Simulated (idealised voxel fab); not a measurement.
The name of this process module is voxel wiring stack.
Section shown: cut. Width: 250 nm. Cell size: 5 nm, square.
Cross-sections here: square-cell grids, written as top-down lists of bands, a band being one or more rows of cells. Within each band entry, the heights of the top and of the bottom of the band appear first, in that order and in nm; the materials of the band then follow from left to right, each with its corresponding width in nm. The designation "full width" on a single material indicates that it fills the band from edge to edge; the designation "empty" indicates empty space. Below 0: as-received wafer, all one material; heights counted from there. Lowest band: no bottom, goes on down, written "z 0 and below". Quick explanation for "30->40": the width changes in equal steps down the rows of cells, from the first number in the band's top row to the second number in its bottom row. "same as before" (step): cross-section cells unchanged, all of them. The entry "Unvented cavities" lists the empty spaces that cover at least 8 cells and have no open path to the top. Each is written as width x height at distance, where the distance is measured from the left edge and all three values are in nm. Whatever follows a step's settings on its line is a remark the simulator itself makes about that step. overlay nm: step with mask; distance mask lay right of planned place; negative value = left of planned place.
-- Process steps (planned)
1. op RECEIVE | material Si
2. op CONFORMAL_DEP | material SiO2 | thk nm 15
3. op CONFORMAL_DEP | material SiN | thk nm 5
4. op DIRECTIONAL_DEP | material lowk | thk nm 25
5. op DIRECTIONAL_DEP | material aC | thk nm 10
6. op PATTERN | tone open | mask id METAL_1 | material resist | width nm 25 | pitch nm 45 | thk nm 25 | overlay nm 0
7. op DIRECTIONAL_ETCH | etch materials aC | depth nm 10
8. op STRIP | etch materials resist
9. op DIRECTIONAL_ETCH | etch materials lowk | depth nm 25
10. op DIRECTIONAL_ETCH | etch materials SiN | depth nm 5
11. op STRIP | etch materials aC
12. op CONFORMAL_DEP | material TiN | thk nm 5
13. op FILL_DEP | material W | thk nm 10
14. op CMP | height nm 45
15. op CONFORMAL_DEP | material SiCN | thk nm 5
16. op DIRECTIONAL_DEP | material lowk | thk nm 20
17. op MASKED_ETCH | tone open | mask id PLUG_1 | width nm 15 | pitch nm 90 | etch materials lowk | depth nm 20 | overlay nm 0
18. op MASKED_ETCH | tone open | mask id PLUG_1 | width nm 15 | pitch nm 90 | etch materials SiCN | depth nm 5 | overlay nm 0
19. op EPI | material Ru | thk nm 10
20. op EPI | material Ru | thk nm 10
21. op EPI | material Ru | thk nm 5
22. op CONFORMAL_DEP | material SiN | thk nm 5
23. op DIRECTIONAL_DEP | material lowk | thk nm 25
24. op MASKED_ETCH | tone open | mask id METAL_2 | width nm 25 | pitch nm 45 | etch materials lowk | depth nm 25 | overlay nm 0
25. op MASKED_ETCH | tone open | mask id METAL_2 | width nm 25 | pitch nm 45 | etch materials SiN | depth nm 5 | overlay nm 0
26. op CONFORMAL_DEP | material TiN | thk nm 5
27. op FILL_DEP | material Ru | thk nm 10
28. op CMP | height nm 100
29. op CONFORMAL_DEP | material SiCN | thk nm 5
30. op DIRECTIONAL_DEP | material lowk | thk nm 10
31. op PATTERN | tone open | mask id PLUG_2 | material resist | width nm 15 | pitch nm 45 | thk nm 20 | overlay nm 0
32. op DIRECTIONAL_ETCH | etch materials lowk | depth nm 10
33. op DIRECTIONAL_ETCH | etch materials SiCN | depth nm 5
34. op STRIP | etch materials resist
35. op CONFORMAL_DEP | material TiN | thk nm 5
36. op FILL_DEP | material W | thk nm 10
37. op CMP | height nm 115
38. op DIRECTIONAL_DEP | material TiN | thk nm 5
39. op DIRECTIONAL_DEP | material W | thk nm 15
40. op DIRECTIONAL_DEP | material aC | thk nm 10
41. op PATTERN | tone cover | mask id METAL_3 | material resist | width nm 25 | pitch nm 45 | thk nm 30 | overlay nm 0
42. op DIRECTIONAL_ETCH | etch materials aC | depth nm 10
43. op STRIP | etch materials resist
44. op DIRECTIONAL_ETCH | etch materials W | depth nm 15
45. op DIRECTIONAL_ETCH | etch materials TiN | depth nm 5
46. op STRIP | etch materials aC
47. op FILL_DEP | material lowk | thk nm 10
48. op CMP | height nm 135
49. op CONFORMAL_DEP | material SiN | thk nm 5
-- First wafer out of two, processed as planned
-- Delivered wafer in cross-section: state after step 1
- z 0 and below = Si full width
- Unvented cavities: none
-- Step 2 done - wafer cross-section
- z 15 to 0 = SiO2 full width
- Nothing below the height 0 has changed.
-- Step 3 done - wafer cross-section
- z 20 to 15 = SiN full width
- Nothing below the height 15 has changed.
-- Step 4 done - wafer cross-section
- z 45 to 20 = lowk full width
- Nothing below the height 20 has changed.
-- Step 5 done - wafer cross-section
- z 55 to 45 = aC full width
- Nothing below the height 45 has changed.
-- Step 6 done - wafer cross-section
- z 80 to 55 = resist (45)  empty (25)  resist (20)  empty (25)  resist (20)  empty (25)  resist (20)  empty (25)  resist (45)
- Nothing below the height 55 has changed.
-- Step 7 done - wafer cross-section
- z 70 to 55 = resist (45)  empty (25)  resist (20)  empty (25)  resist (20)  empty (25)  resist (20)  empty (25)  resist (45)
- z 55 to 45 = aC (45)  empty (25)  aC (20)  empty (25)  aC (20)  empty (25)  aC (20)  empty (25)  aC (45)
- Nothing below the height 45 has changed.
-- Step 8 done - wafer cross-section
- z 55 to 45 = aC (45)  empty (25)  aC (20)  empty (25)  aC (20)  empty (25)  aC (20)  empty (25)  aC (45)
- Nothing below the height 45 has changed.
-- Step 9 done - wafer cross-section
- z 55 to 45 = aC (45)  empty (25)  aC (20)  empty (25)  aC (20)  empty (25)  aC (20)  empty (25)  aC (45)
- z 45 to 20 = lowk (45)  empty (25)  lowk (20)  empty (25)  lowk (20)  empty (25)  lowk (20)  empty (25)  lowk (45)
- Nothing below the height 20 has changed.
-- Step 10 done - wafer cross-section
- z 55 to 45 = aC (45)  empty (25)  aC (20)  empty (25)  aC (20)  empty (25)  aC (20)  empty (25)  aC (45)
- z 45 to 20 = lowk (45)  empty (25)  lowk (20)  empty (25)  lowk (20)  empty (25)  lowk (20)  empty (25)  lowk (45)
- z 20 to 15 = SiN (45)  empty (25)  SiN (20)  empty (25)  SiN (20)  empty (25)  SiN (20)  empty (25)  SiN (45)
- Nothing below the height 15 has changed.
-- Step 11 done - wafer cross-section
- z 45 to 20 = lowk (45)  empty (25)  lowk (20)  empty (25)  lowk (20)  empty (25)  lowk (20)  empty (25)  lowk (45)
- Nothing below the height 20 has changed.
-- Step 12 done - wafer cross-section
- z 50 to 45 = TiN (50)  empty (15)  TiN (30)  empty (15)  TiN (30)  empty (15)  TiN (30)  empty (15)  TiN (50)
- z 45 to 20 = lowk (45)  TiN (5)  empty (15)  TiN (5)  lowk (20)  TiN (5)  empty (15)  TiN (5)  lowk (20)  TiN (5)  empty (15)  TiN (5)  lowk (20)  TiN (5)  empty (15)  TiN (5)  lowk (45)
- z 20 to 15 = SiN (45)  TiN (25)  SiN (20)  TiN (25)  SiN (20)  TiN (25)  SiN (20)  TiN (25)  SiN (45)
- Nothing below the height 15 has changed.
-- Step 13 done - wafer cross-section
- z 60 to 50 = W full width
- z 50 to 45 = TiN (50)  W (15)  TiN (30)  W (15)  TiN (30)  W (15)  TiN (30)  W (15)  TiN (50)
- z 45 to 20 = lowk (45)  TiN (5)  W (15)  TiN (5)  lowk (20)  TiN (5)  W (15)  TiN (5)  lowk (20)  TiN (5)  W (15)  TiN (5)  lowk (20)  TiN (5)  W (15)  TiN (5)  lowk (45)
- Nothing below the height 20 has changed.
-- Step 14 done - wafer cross-section
- z 45 to 20 = lowk (45)  TiN (5)  W (15)  TiN (5)  lowk (20)  TiN (5)  W (15)  TiN (5)  lowk (20)  TiN (5)  W (15)  TiN (5)  lowk (20)  TiN (5)  W (15)  TiN (5)  lowk (45)
- Nothing below the height 20 has changed.
-- Step 15 done - wafer cross-section
- z 50 to 45 = SiCN full width
- Nothing below the height 45 has changed.
-- Step 16 done - wafer cross-section
- z 70 to 50 = lowk full width
- Nothing below the height 50 has changed.
-- Step 17 done - wafer cross-section
- z 70 to 50 = lowk (45)  empty (15)  lowk (75)  empty (15)  lowk (100)
- Nothing below the height 50 has changed.
-- Step 18 done - wafer cross-section
- z 70 to 50 = lowk (45)  empty (15)  lowk (75)  empty (15)  lowk (100)
- z 50 to 45 = SiCN (45)  empty (15)  SiCN (75)  empty (15)  SiCN (100)
- Nothing below the height 45 has changed.
-- Step 19 done - wafer cross-section
- z 70 to 55 = lowk (45)  empty (15)  lowk (75)  empty (15)  lowk (100)
- z 55 to 50 = lowk (45)  Ru (15)  lowk (75)  Ru (15)  lowk (100)
- z 50 to 45 = SiCN (45)  Ru (15)  SiCN (75)  Ru (15)  SiCN (100)
- Nothing below the height 45 has changed.
-- Step 20 done - wafer cross-section
- z 70 to 65 = lowk (45)  empty (15)  lowk (75)  empty (15)  lowk (100)
- z 65 to 50 = lowk (45)  Ru (15)  lowk (75)  Ru (15)  lowk (100)
- Nothing below the height 50 has changed.
-- Step 21 done - wafer cross-section
- z 70 to 50 = lowk (45)  Ru (15)  lowk (75)  Ru (15)  lowk (100)
- Nothing below the height 50 has changed.
-- Step 22 done - wafer cross-section
- z 75 to 70 = SiN full width
- Nothing below the height 70 has changed.
-- Step 23 done - wafer cross-section
- z 100 to 75 = lowk full width
- Nothing below the height 75 has changed.
-- Step 24 done - wafer cross-section
- z 100 to 75 = lowk (45)  empty (25)  lowk (20)  empty (25)  lowk (20)  empty (25)  lowk (20)  empty (25)  lowk (45)
- Nothing below the height 75 has changed.
-- Step 25 done - wafer cross-section
- z 100 to 75 = lowk (45)  empty (25)  lowk (20)  empty (25)  lowk (20)  empty (25)  lowk (20)  empty (25)  lowk (45)
- z 75 to 70 = SiN (45)  empty (25)  SiN (20)  empty (25)  SiN (20)  empty (25)  SiN (20)  empty (25)  SiN (45)
- Nothing below the height 70 has changed.
-- Step 26 done - wafer cross-section
- z 105 to 100 = TiN (50)  empty (15)  TiN (30)  empty (15)  TiN (30)  empty (15)  TiN (30)  empty (15)  TiN (50)
- z 100 to 75 = lowk (45)  TiN (5)  empty (15)  TiN (5)  lowk (20)  TiN (5)  empty (15)  TiN (5)  lowk (20)  TiN (5)  empty (15)  TiN (5)  lowk (20)  TiN (5)  empty (15)  TiN (5)  lowk (45)
- z 75 to 70 = SiN (45)  TiN (25)  SiN (20)  TiN (25)  SiN (20)  TiN (25)  SiN (20)  TiN (25)  SiN (45)
- Nothing below the height 70 has changed.
-- Step 27 done - wafer cross-section
- z 115 to 105 = Ru full width
- z 105 to 100 = TiN (50)  Ru (15)  TiN (30)  Ru (15)  TiN (30)  Ru (15)  TiN (30)  Ru (15)  TiN (50)
- z 100 to 75 = lowk (45)  TiN (5)  Ru (15)  TiN (5)  lowk (20)  TiN (5)  Ru (15)  TiN (5)  lowk (20)  TiN (5)  Ru (15)  TiN (5)  lowk (20)  TiN (5)  Ru (15)  TiN (5)  lowk (45)
- Nothing below the height 75 has changed.
-- Step 28 done - wafer cross-section
- z 100 to 75 = lowk (45)  TiN (5)  Ru (15)  TiN (5)  lowk (20)  TiN (5)  Ru (15)  TiN (5)  lowk (20)  TiN (5)  Ru (15)  TiN (5)  lowk (20)  TiN (5)  Ru (15)  TiN (5)  lowk (45)
- Nothing below the height 75 has changed.
-- Step 29 done - wafer cross-section
- z 105 to 100 = SiCN full width
- Nothing below the height 100 has changed.
-- Step 30 done - wafer cross-section
- z 115 to 105 = lowk full width
- Nothing below the height 105 has changed.
-- Step 31 done - wafer cross-section
- z 135 to 115 = resist (45)  empty (15)  resist (30)  empty (15)  resist (30)  empty (15)  resist (30)  empty (15)  resist (55)
- Nothing below the height 115 has changed.
-- Step 32 done - wafer cross-section
- z 135 to 115 = resist (45)  empty (15)  resist (30)  empty (15)  resist (30)  empty (15)  resist (30)  empty (15)  resist (55)
- z 115 to 105 = lowk (45)  empty (15)  lowk (30)  empty (15)  lowk (30)  empty (15)  lowk (30)  empty (15)  lowk (55)
- Nothing below the height 105 has changed.
-- Step 33 done - wafer cross-section
- z 135 to 115 = resist (45)  empty (15)  resist (30)  empty (15)  resist (30)  empty (15)  resist (30)  empty (15)  resist (55)
- z 115 to 105 = lowk (45)  empty (15)  lowk (30)  empty (15)  lowk (30)  empty (15)  lowk (30)  empty (15)  lowk (55)
- z 105 to 100 = SiCN (45)  empty (15)  SiCN (30)  empty (15)  SiCN (30)  empty (15)  SiCN (30)  empty (15)  SiCN (55)
- Nothing below the height 100 has changed.
-- Step 34 done - wafer cross-section
- z 115 to 105 = lowk (45)  empty (15)  lowk (30)  empty (15)  lowk (30)  empty (15)  lowk (30)  empty (15)  lowk (55)
- Nothing below the height 105 has changed.
-- Step 35 done - wafer cross-section
- z 120 to 115 = TiN (50)  empty (5)  TiN (40)  empty (5)  TiN (40)  empty (5)  TiN (40)  empty (5)  TiN (60)
- z 115 to 105 = lowk (45)  TiN (5)  empty (5)  TiN (5)  lowk (30)  TiN (5)  empty (5)  TiN (5)  lowk (30)  TiN (5)  empty (5)  TiN (5)  lowk (30)  TiN (5)  empty (5)  TiN (5)  lowk (55)
- z 105 to 100 = SiCN (45)  TiN (15)  SiCN (30)  TiN (15)  SiCN (30)  TiN (15)  SiCN (30)  TiN (15)  SiCN (55)
- Nothing below the height 100 has changed.
-- Step 36 done - wafer cross-section
- z 130 to 120 = W full width
- z 120 to 115 = TiN (50)  W (5)  TiN (40)  W (5)  TiN (40)  W (5)  TiN (40)  W (5)  TiN (60)
- z 115 to 105 = lowk (45)  TiN (5)  W (5)  TiN (5)  lowk (30)  TiN (5)  W (5)  TiN (5)  lowk (30)  TiN (5)  W (5)  TiN (5)  lowk (30)  TiN (5)  W (5)  TiN (5)  lowk (55)
- Nothing below the height 105 has changed.
-- Step 37 done - wafer cross-section
- z 115 to 105 = lowk (45)  TiN (5)  W (5)  TiN (5)  lowk (30)  TiN (5)  W (5)  TiN (5)  lowk (30)  TiN (5)  W (5)  TiN (5)  lowk (30)  TiN (5)  W (5)  TiN (5)  lowk (55)
- Nothing below the height 105 has changed.
-- Step 38 done - wafer cross-section
- z 120 to 115 = TiN full width
- Nothing below the height 115 has changed.
-- Step 39 done - wafer cross-section
- z 135 to 120 = W full width
- Nothing below the height 120 has changed.
-- Step 40 done - wafer cross-section
- z 145 to 135 = aC full width
- Nothing below the height 135 has changed.
-- Step 41 done - wafer cross-section
- z 175 to 145 = empty (45)  resist (25)  empty (20)  resist (25)  empty (20)  resist (25)  empty (20)  resist (25)  empty (45)
- Nothing below the height 145 has changed.
-- Step 42 done - wafer cross-section
- z 165 to 145 = empty (45)  resist (25)  empty (20)  resist (25)  empty (20)  resist (25)  empty (20)  resist (25)  empty (45)
- z 145 to 135 = empty (45)  aC (25)  empty (20)  aC (25)  empty (20)  aC (25)  empty (20)  aC (25)  empty (45)
- Nothing below the height 135 has changed.
-- Step 43 done - wafer cross-section
- z 145 to 135 = empty (45)  aC (25)  empty (20)  aC (25)  empty (20)  aC (25)  empty (20)  aC (25)  empty (45)
- Nothing below the height 135 has changed.
-- Step 44 done - wafer cross-section
- z 145 to 135 = empty (45)  aC (25)  empty (20)  aC (25)  empty (20)  aC (25)  empty (20)  aC (25)  empty (45)
- z 135 to 120 = empty (45)  W (25)  empty (20)  W (25)  empty (20)  W (25)  empty (20)  W (25)  empty (45)
- Nothing below the height 120 has changed.
-- Step 45 done - wafer cross-section
- z 145 to 135 = empty (45)  aC (25)  empty (20)  aC (25)  empty (20)  aC (25)  empty (20)  aC (25)  empty (45)
- z 135 to 120 = empty (45)  W (25)  empty (20)  W (25)  empty (20)  W (25)  empty (20)  W (25)  empty (45)
- z 120 to 115 = empty (45)  TiN (25)  empty (20)  TiN (25)  empty (20)  TiN (25)  empty (20)  TiN (25)  empty (45)
- Nothing below the height 115 has changed.
-- Step 46 done - wafer cross-section
- z 135 to 120 = empty (45)  W (25)  empty (20)  W (25)  empty (20)  W (25)  empty (20)  W (25)  empty (45)
- Nothing below the height 120 has changed.
-- Step 47 done - wafer cross-section
- z 145 to 135 = lowk full width
- z 135 to 120 = lowk (45)  W (25)  lowk (20)  W (25)  lowk (20)  W (25)  lowk (20)  W (25)  lowk (45)
- z 120 to 115 = lowk (45)  TiN (25)  lowk (20)  TiN (25)  lowk (20)  TiN (25)  lowk (20)  TiN (25)  lowk (45)
- Nothing below the height 115 has changed.
-- Step 48 done - wafer cross-section
- z 135 to 120 = lowk (45)  W (25)  lowk (20)  W (25)  lowk (20)  W (25)  lowk (20)  W (25)  lowk (45)
- Nothing below the height 120 has changed.
-- Step 49 done - wafer cross-section
- z 140 to 135 = SiN full width
- Nothing below the height 135 has changed.
-- The second wafer: identical to the first at the outset and in its planned sequence, differing only in that one mistake was made during processing; up to and including step 2, its path is the first wafer's path
-- Cross-section of the second wafer when, according to plan, step 3 should have finished
- z 20 to 15 = lowk full width
- Nothing below the height 15 has changed.
-- Cross-section of the second wafer when, according to plan, step 4 should have finished
- z 45 to 15 = lowk full width
- Nothing below the height 15 has changed.
-- Cross-section of the second wafer when, according to plan, step 5 should have finished
- z 55 to 45 = aC full width
- Nothing below the height 45 has changed.
-- Cross-section of the second wafer when, according to plan, step 6 should have finished
- z 80 to 55 = resist (45)  empty (25)  resist (20)  empty (25)  resist (20)  empty (25)  resist (20)  empty (25)  resist (45)
- Nothing below the height 55 has changed.
-- Cross-section of the second wafer when, according to plan, step 7 should have finished
- z 70 to 55 = resist (45)  empty (25)  resist (20)  empty (25)  resist (20)  empty (25)  resist (20)  empty (25)  resist (45)
- z 55 to 45 = aC (45)  empty (25)  aC (20)  empty (25)  aC (20)  empty (25)  aC (20)  empty (25)  aC (45)
- Nothing below the height 45 has changed.
-- Cross-section of the second wafer when, according to plan, step 8 should have finished
- z 55 to 45 = aC (45)  empty (25)  aC (20)  empty (25)  aC (20)  empty (25)  aC (20)  empty (25)  aC (45)
- Nothing below the height 45 has changed.
-- Cross-section of the second wafer when, according to plan, step 9 should have finished
- z 55 to 45 = aC (45)  empty (25)  aC (20)  empty (25)  aC (20)  empty (25)  aC (20)  empty (25)  aC (45)
- z 45 to 20 = lowk (45)  empty (25)  lowk (20)  empty (25)  lowk (20)  empty (25)  lowk (20)  empty (25)  lowk (45)
- Nothing below the height 20 has changed.
Cross-section of the second wafer when, according to plan, step 10 should have finished: same as before
-- Cross-section of the second wafer when, according to plan, step 11 should have finished
- z 45 to 20 = lowk (45)  empty (25)  lowk (20)  empty (25)  lowk (20)  empty (25)  lowk (20)  empty (25)  lowk (45)
- Nothing below the height 20 has changed.
-- Cross-section of the second wafer when, according to plan, step 12 should have finished
- z 50 to 45 = TiN (50)  empty (15)  TiN (30)  empty (15)  TiN (30)  empty (15)  TiN (30)  empty (15)  TiN (50)
- z 45 to 25 = lowk (45)  TiN (5)  empty (15)  TiN (5)  lowk (20)  TiN (5)  empty (15)  TiN (5)  lowk (20)  TiN (5)  empty (15)  TiN (5)  lowk (20)  TiN (5)  empty (15)  TiN (5)  lowk (45)
- z 25 to 20 = lowk (45)  TiN (25)  lowk (20)  TiN (25)  lowk (20)  TiN (25)  lowk (20)  TiN (25)  lowk (45)
- Nothing below the height 20 has changed.
-- Cross-section of the second wafer when, according to plan, step 13 should have finished
- z 60 to 50 = W full width
- z 50 to 45 = TiN (50)  W (15)  TiN (30)  W (15)  TiN (30)  W (15)  TiN (30)  W (15)  TiN (50)
- z 45 to 25 = lowk (45)  TiN (5)  W (15)  TiN (5)  lowk (20)  TiN (5)  W (15)  TiN (5)  lowk (20)  TiN (5)  W (15)  TiN (5)  lowk (20)  TiN (5)  W (15)  TiN (5)  lowk (45)
- Nothing below the height 25 has changed.
-- Cross-section of the second wafer when, according to plan, step 14 should have finished
- z 45 to 25 = lowk (45)  TiN (5)  W (15)  TiN (5)  lowk (20)  TiN (5)  W (15)  TiN (5)  lowk (20)  TiN (5)  W (15)  TiN (5)  lowk (20)  TiN (5)  W (15)  TiN (5)  lowk (45)
- Nothing below the height 25 has changed.
-- Cross-section of the second wafer when, according to plan, step 15 should have finished
- z 50 to 45 = SiCN full width
- Nothing below the height 45 has changed.
-- Cross-section of the second wafer when, according to plan, step 16 should have finished
- z 70 to 50 = lowk full width
- Nothing below the height 50 has changed.
-- Cross-section of the second wafer when, according to plan, step 17 should have finished
- z 70 to 50 = lowk (45)  empty (15)  lowk (75)  empty (15)  lowk (100)
- Nothing below the height 50 has changed.
-- Cross-section of the second wafer when, according to plan, step 18 should have finished
- z 70 to 50 = lowk (45)  empty (15)  lowk (75)  empty (15)  lowk (100)
- z 50 to 45 = SiCN (45)  empty (15)  SiCN (75)  empty (15)  SiCN (100)
- Nothing below the height 45 has changed.
-- Cross-section of the second wafer when, according to plan, step 19 should have finished
- z 70 to 55 = lowk (45)  empty (15)  lowk (75)  empty (15)  lowk (100)
- z 55 to 50 = lowk (45)  Ru (15)  lowk (75)  Ru (15)  lowk (100)
- z 50 to 45 = SiCN (45)  Ru (15)  SiCN (75)  Ru (15)  SiCN (100)
- Nothing below the height 45 has changed.
-- Cross-section of the second wafer when, according to plan, step 20 should have finished
- z 70 to 65 = lowk (45)  empty (15)  lowk (75)  empty (15)  lowk (100)
- z 65 to 50 = lowk (45)  Ru (15)  lowk (75)  Ru (15)  lowk (100)
- Nothing below the height 50 has changed.
-- Cross-section of the second wafer when, according to plan, step 21 should have finished
- z 70 to 50 = lowk (45)  Ru (15)  lowk (75)  Ru (15)  lowk (100)
- Nothing below the height 50 has changed.
-- Cross-section of the second wafer when, according to plan, step 22 should have finished
- z 75 to 70 = SiN full width
- Nothing below the height 70 has changed.
-- Cross-section of the second wafer when, according to plan, step 23 should have finished
- z 100 to 75 = lowk full width
- Nothing below the height 75 has changed.
-- Cross-section of the second wafer when, according to plan, step 24 should have finished
- z 100 to 75 = lowk (45)  empty (25)  lowk (20)  empty (25)  lowk (20)  empty (25)  lowk (20)  empty (25)  lowk (45)
- Nothing below the height 75 has changed.
-- Cross-section of the second wafer when, according to plan, step 25 should have finished
- z 100 to 75 = lowk (45)  empty (25)  lowk (20)  empty (25)  lowk (20)  empty (25)  lowk (20)  empty (25)  lowk (45)
- z 75 to 70 = SiN (45)  empty (25)  SiN (20)  empty (25)  SiN (20)  empty (25)  SiN (20)  empty (25)  SiN (45)
- Nothing below the height 70 has changed.
-- Cross-section of the second wafer when, according to plan, step 26 should have finished
- z 105 to 100 = TiN (50)  empty (15)  TiN (30)  empty (15)  TiN (30)  empty (15)  TiN (30)  empty (15)  TiN (50)
- z 100 to 75 = lowk (45)  TiN (5)  empty (15)  TiN (5)  lowk (20)  TiN (5)  empty (15)  TiN (5)  lowk (20)  TiN (5)  empty (15)  TiN (5)  lowk (20)  TiN (5)  empty (15)  TiN (5)  lowk (45)
- z 75 to 70 = SiN (45)  TiN (25)  SiN (20)  TiN (25)  SiN (20)  TiN (25)  SiN (20)  TiN (25)  SiN (45)
- Nothing below the height 70 has changed.
-- Cross-section of the second wafer when, according to plan, step 27 should have finished
- z 115 to 105 = Ru full width
- z 105 to 100 = TiN (50)  Ru (15)  TiN (30)  Ru (15)  TiN (30)  Ru (15)  TiN (30)  Ru (15)  TiN (50)
- z 100 to 75 = lowk (45)  TiN (5)  Ru (15)  TiN (5)  lowk (20)  TiN (5)  Ru (15)  TiN (5)  lowk (20)  TiN (5)  Ru (15)  TiN (5)  lowk (20)  TiN (5)  Ru (15)  TiN (5)  lowk (45)
- Nothing below the height 75 has changed.
-- Cross-section of the second wafer when, according to plan, step 28 should have finished
- z 100 to 75 = lowk (45)  TiN (5)  Ru (15)  TiN (5)  lowk (20)  TiN (5)  Ru (15)  TiN (5)  lowk (20)  TiN (5)  Ru (15)  TiN (5)  lowk (20)  TiN (5)  Ru (15)  TiN (5)  lowk (45)
- Nothing below the height 75 has changed.
-- Cross-section of the second wafer when, according to plan, step 29 should have finished
- z 105 to 100 = SiCN full width
- Nothing below the height 100 has changed.
-- Cross-section of the second wafer when, according to plan, step 30 should have finished
- z 115 to 105 = lowk full width
- Nothing below the height 105 has changed.
-- Cross-section of the second wafer when, according to plan, step 31 should have finished
- z 135 to 115 = resist (45)  empty (15)  resist (30)  empty (15)  resist (30)  empty (15)  resist (30)  empty (15)  resist (55)
- Nothing below the height 115 has changed.
-- Cross-section of the second wafer when, according to plan, step 32 should have finished
- z 135 to 115 = resist (45)  empty (15)  resist (30)  empty (15)  resist (30)  empty (15)  resist (30)  empty (15)  resist (55)
- z 115 to 105 = lowk (45)  empty (15)  lowk (30)  empty (15)  lowk (30)  empty (15)  lowk (30)  empty (15)  lowk (55)
- Nothing below the height 105 has changed.
-- Cross-section of the second wafer when, according to plan, step 33 should have finished
- z 135 to 115 = resist (45)  empty (15)  resist (30)  empty (15)  resist (30)  empty (15)  resist (30)  empty (15)  resist (55)
- z 115 to 105 = lowk (45)  empty (15)  lowk (30)  empty (15)  lowk (30)  empty (15)  lowk (30)  empty (15)  lowk (55)
- z 105 to 100 = SiCN (45)  empty (15)  SiCN (30)  empty (15)  SiCN (30)  empty (15)  SiCN (30)  empty (15)  SiCN (55)
- Nothing below the height 100 has changed.
-- Cross-section of the second wafer when, according to plan, step 34 should have finished
- z 115 to 105 = lowk (45)  empty (15)  lowk (30)  empty (15)  lowk (30)  empty (15)  lowk (30)  empty (15)  lowk (55)
- Nothing below the height 105 has changed.
-- Cross-section of the second wafer when, according to plan, step 35 should have finished
- z 120 to 115 = TiN (50)  empty (5)  TiN (40)  empty (5)  TiN (40)  empty (5)  TiN (40)  empty (5)  TiN (60)
- z 115 to 105 = lowk (45)  TiN (5)  empty (5)  TiN (5)  lowk (30)  TiN (5)  empty (5)  TiN (5)  lowk (30)  TiN (5)  empty (5)  TiN (5)  lowk (30)  TiN (5)  empty (5)  TiN (5)  lowk (55)
- z 105 to 100 = SiCN (45)  TiN (15)  SiCN (30)  TiN (15)  SiCN (30)  TiN (15)  SiCN (30)  TiN (15)  SiCN (55)
- Nothing below the height 100 has changed.
-- Cross-section of the second wafer when, according to plan, step 36 should have finished
- z 130 to 120 = W full width
- z 120 to 115 = TiN (50)  W (5)  TiN (40)  W (5)  TiN (40)  W (5)  TiN (40)  W (5)  TiN (60)
- z 115 to 105 = lowk (45)  TiN (5)  W (5)  TiN (5)  lowk (30)  TiN (5)  W (5)  TiN (5)  lowk (30)  TiN (5)  W (5)  TiN (5)  lowk (30)  TiN (5)  W (5)  TiN (5)  lowk (55)
- Nothing below the height 105 has changed.
-- Cross-section of the second wafer when, according to plan, step 37 should have finished
- z 115 to 105 = lowk (45)  TiN (5)  W (5)  TiN (5)  lowk (30)  TiN (5)  W (5)  TiN (5)  lowk (30)  TiN (5)  W (5)  TiN (5)  lowk (30)  TiN (5)  W (5)  TiN (5)  lowk (55)
- Nothing below the height 105 has changed.
-- Cross-section of the second wafer when, according to plan, step 38 should have finished
- z 120 to 115 = TiN full width
- Nothing below the height 115 has changed.
-- Cross-section of the second wafer when, according to plan, step 39 should have finished
- z 135 to 120 = W full width
- Nothing below the height 120 has changed.
-- Cross-section of the second wafer when, according to plan, step 40 should have finished
- z 145 to 135 = aC full width
- Nothing below the height 135 has changed.
-- Cross-section of the second wafer when, according to plan, step 41 should have finished
- z 175 to 145 = empty (45)  resist (25)  empty (20)  resist (25)  empty (20)  resist (25)  empty (20)  resist (25)  empty (45)
- Nothing below the height 145 has changed.
-- Cross-section of the second wafer when, according to plan, step 42 should have finished
- z 165 to 145 = empty (45)  resist (25)  empty (20)  resist (25)  empty (20)  resist (25)  empty (20)  resist (25)  empty (45)
- z 145 to 135 = empty (45)  aC (25)  empty (20)  aC (25)  empty (20)  aC (25)  empty (20)  aC (25)  empty (45)
- Nothing below the height 135 has changed.
-- Cross-section of the second wafer when, according to plan, step 43 should have finished
- z 145 to 135 = empty (45)  aC (25)  empty (20)  aC (25)  empty (20)  aC (25)  empty (20)  aC (25)  empty (45)
- Nothing below the height 135 has changed.
-- Cross-section of the second wafer when, according to plan, step 44 should have finished
- z 145 to 135 = empty (45)  aC (25)  empty (20)  aC (25)  empty (20)  aC (25)  empty (20)  aC (25)  empty (45)
- z 135 to 120 = empty (45)  W (25)  empty (20)  W (25)  empty (20)  W (25)  empty (20)  W (25)  empty (45)
- Nothing below the height 120 has changed.
-- Cross-section of the second wafer when, according to plan, step 45 should have finished
- z 145 to 135 = empty (45)  aC (25)  empty (20)  aC (25)  empty (20)  aC (25)  empty (20)  aC (25)  empty (45)
- z 135 to 120 = empty (45)  W (25)  empty (20)  W (25)  empty (20)  W (25)  empty (20)  W (25)  empty (45)
- z 120 to 115 = empty (45)  TiN (25)  empty (20)  TiN (25)  empty (20)  TiN (25)  empty (20)  TiN (25)  empty (45)
- Nothing below the height 115 has changed.
-- Cross-section of the second wafer when, according to plan, step 46 should have finished
- z 135 to 120 = empty (45)  W (25)  empty (20)  W (25)  empty (20)  W (25)  empty (20)  W (25)  empty (45)
- Nothing below the height 120 has changed.
-- Cross-section of the second wafer when, according to plan, step 47 should have finished
- z 145 to 135 = lowk full width
- z 135 to 120 = lowk (45)  W (25)  lowk (20)  W (25)  lowk (20)  W (25)  lowk (20)  W (25)  lowk (45)
- z 120 to 115 = lowk (45)  TiN (25)  lowk (20)  TiN (25)  lowk (20)  TiN (25)  lowk (20)  TiN (25)  lowk (45)
- Nothing below the height 115 has changed.
-- Cross-section of the second wafer when, according to plan, step 48 should have finished
- z 135 to 120 = lowk (45)  W (25)  lowk (20)  W (25)  lowk (20)  W (25)  lowk (20)  W (25)  lowk (45)
- Nothing below the height 120 has changed.
-- Cross-section of the second wafer when, according to plan, step 49 should have finished
- z 140 to 135 = SiN full width
- Nothing below the height 135 has changed.
Which mistake was made when the wafer was run? step 3 ran differently from the plan; actual operation with settings: op CONFORMAL_DEP | material lowk | thk nm 5
Cell-count delta at end, second wafer over first, by material: SiN: 30 fewer | TiN: 8 fewer | W: 12 fewer | lowk: 50 more
